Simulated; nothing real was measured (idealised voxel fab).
Process module under the name voxel wiring stack
Square cell edge 5 nm, section width 185 nm, ID cut.
Cross-section = grid of square cells, listed top down in bands; band = one or more rows.
Band: top height; bottom height; in nm. Then, left to right: material with width in nm, for each material. "edge to edge": a single material spanning edge to edge. "empty": empty space.
We count height from 0. Below that, the starting wafer is all one material. The lowest band never ends at the bottom but goes on down; see "0 down" for how that is written.
Graded width ("30->40"): value in top row of band = first number; value in bottom row = second number; row-to-row change constant.
"same as before" for a step: no cell of the cross-section changed in that step.
The list in "Enclosed cavities" covers empty spaces of 8 cells or more that cannot reach the top through any open way, and it gives each as width x height at distance; the distance is from the left edge, and width, height and distance are in nm.
after a step's settings: what the simulator itself notes on the step
When a step includes a mask, the "overlay nm" setting on its line states how far to the right of its planned place that mask lay, and negative values state how far to the left.
Set out below are the planned steps of the process:
- 1: RECEIVE,material Si
- 2: CONFORMAL_DEP,material SiO2,thk nm 15
- 3: DIRECTIONAL_DEP,material TiN,thk nm 5
- 4: DIRECTIONAL_DEP,material Ru,thk nm 25
- 5: PATTERN,tone cover,mask id METAL_1,material resist,width nm 30,pitch nm 45,thk nm 15,overlay nm 0
- 6: DIRECTIONAL_ETCH,etch materials Ru,depth nm 25
- 7: DIRECTIONAL_ETCH,etch materials TiN,depth nm 5
- 8: STRIP,etch materials resist
- 9: CONFORMAL_DEP,material SiCN,thk nm 5
- 10: FILL_DEP,material SiO2,thk nm 5
- 11: CMP,height nm 45
- 12: CONFORMAL_DEP,material SiCN,thk nm 5
- 13: DIRECTIONAL_DEP,material lowk,thk nm 10
- 14: DIRECTIONAL_DEP,material aC,thk nm 15
- 15: PATTERN,tone open,mask id PLUG_1,material resist,width nm 15,pitch nm 90,thk nm 30,overlay nm 0
- 16: DIRECTIONAL_ETCH,etch materials aC,depth nm 15
- 17: STRIP,etch materials resist
- 18: DIRECTIONAL_ETCH,etch materials lowk,depth nm 10
- 19: DIRECTIONAL_ETCH,etch materials SiCN,depth nm 5
- 20: STRIP,etch materials aC
- 21: EPI,material Ru,thk nm 10
- 22: EPI,material Ru,thk nm 5
- 23: CONFORMAL_DEP,material SiN,thk nm 5
- 24: DIRECTIONAL_DEP,material lowk,thk nm 25
- 25: MASKED_ETCH,tone open,mask id METAL_2,width nm 30,pitch nm 45,etch materials lowk,depth nm 25,overlay nm 0
- 26: MASKED_ETCH,tone open,mask id METAL_2,width nm 30,pitch nm 45,etch materials SiN,depth nm 5,overlay nm 0
- 27: CONFORMAL_DEP,material TiN,thk nm 5
- 28: FILL_DEP,material Cu,thk nm 5
- 29: CMP,height nm 90
- 30: EPI,material Ru,thk nm 5
- 31: FILL_DEP,material SiCN,thk nm 5
- 32: DIRECTIONAL_DEP,material lowk,thk nm 25
- 33: DIRECTIONAL_DEP,material aC,thk nm 15
- 34: PATTERN,tone open,mask id METAL_3_HOLES,material resist,width nm 15,pitch nm 45,thk nm 35,overlay nm 0
- 35: DIRECTIONAL_ETCH,etch materials aC,depth nm 15
- 36: STRIP,etch materials resist
- 37: DIRECTIONAL_ETCH,etch materials lowk,depth nm 25
- 38: STRIP,etch materials aC
- 39: DIRECTIONAL_DEP,material aC,thk nm 10
- 40: PATTERN,tone open,mask id METAL_3,material resist,width nm 30,pitch nm 45,thk nm 30,overlay nm 0
- 41: DIRECTIONAL_ETCH,etch materials aC,depth nm 10
- 42: STRIP,etch materials resist
- 43: DIRECTIONAL_ETCH,etch materials lowk,depth nm 15
- 44: DIRECTIONAL_ETCH,etch materials SiCN,depth nm 5
- 45: STRIP,etch materials aC
- 46: CONFORMAL_DEP,material TiN,thk nm 5
- 47: FILL_DEP,material Cu,thk nm 10
- 48: CMP,height nm 125
- 49: CONFORMAL_DEP,material SiN,thk nm 5
Incoming wafer, cross-sectional view, post step 1:
    0 down | Si edge to edge
    Enclosed cavities: none
Figure: cross-sectional view of the wafer upon completion of the module, processed from the initial state and according to the plan depicted above, with one error introduced during execution:
    130 to 125 | SiN edge to edge
    125 to 115 | lowk 25  TiN 5  Cu 20  TiN 5  lowk 15  TiN 5  Cu 20  TiN 5  lowk 15  TiN 5  Cu 20  TiN 5  lowk 40
    115 to 110 | lowk 25  TiN 10  Cu 5  TiN 15  lowk 15  TiN 10  Cu 5  TiN 15  lowk 15  TiN 10  Cu 5  TiN 15  lowk 40
    110 to 100 | lowk 30  TiN 5  Cu 5  TiN 5  lowk 30  TiN 5  Cu 5  TiN 5  lowk 30  TiN 5  Cu 5  TiN 5  lowk 50
    100 to 95 | SiCN 30  TiN 15  SiCN 30  TiN 15  SiCN 30  TiN 15  SiCN 50
    95 to 90 | SiCN 25  Ru 40  SiCN 5  Ru 40  SiCN 5  Ru 40  SiCN 30
    90 to 65 | lowk 30  TiN 5  Cu 20  TiN 5  lowk 15  TiN 5  Cu 20  TiN 5  lowk 15  TiN 5  Cu 20  TiN 5  lowk 35
    65 to 60 | SiN 30  TiN 30  SiN 15  TiN 30  SiN 15  TiN 30  SiN 35
    60 to 50 | lowk 30  Ru 15  lowk 75  Ru 15  lowk 50
    50 to 45 | SiCN 30  Ru 15  SiCN 75  Ru 15  SiCN 50
    45 to 20 | SiO2 25  SiCN 5  Ru 30  SiCN 5  SiO2 5  SiCN 5  Ru 30  SiCN 5  SiO2 5  SiCN 5  Ru 30  SiCN 5  SiO2 30
    20 to 15 | SiCN 30  TiN 30  SiCN 15  TiN 30  SiCN 15  TiN 30  SiCN 35
    15 to 0 | SiO2 edge to edge
    0 down | Si edge to edge
    Enclosed cavities: none
Where did the run depart from the plan? note that step 40 departed from the planned setting and was carried out as PATTERN,tone open,mask id METAL_3,material resist,width nm 30,pitch nm 45,thk nm 30,overlay nm -5
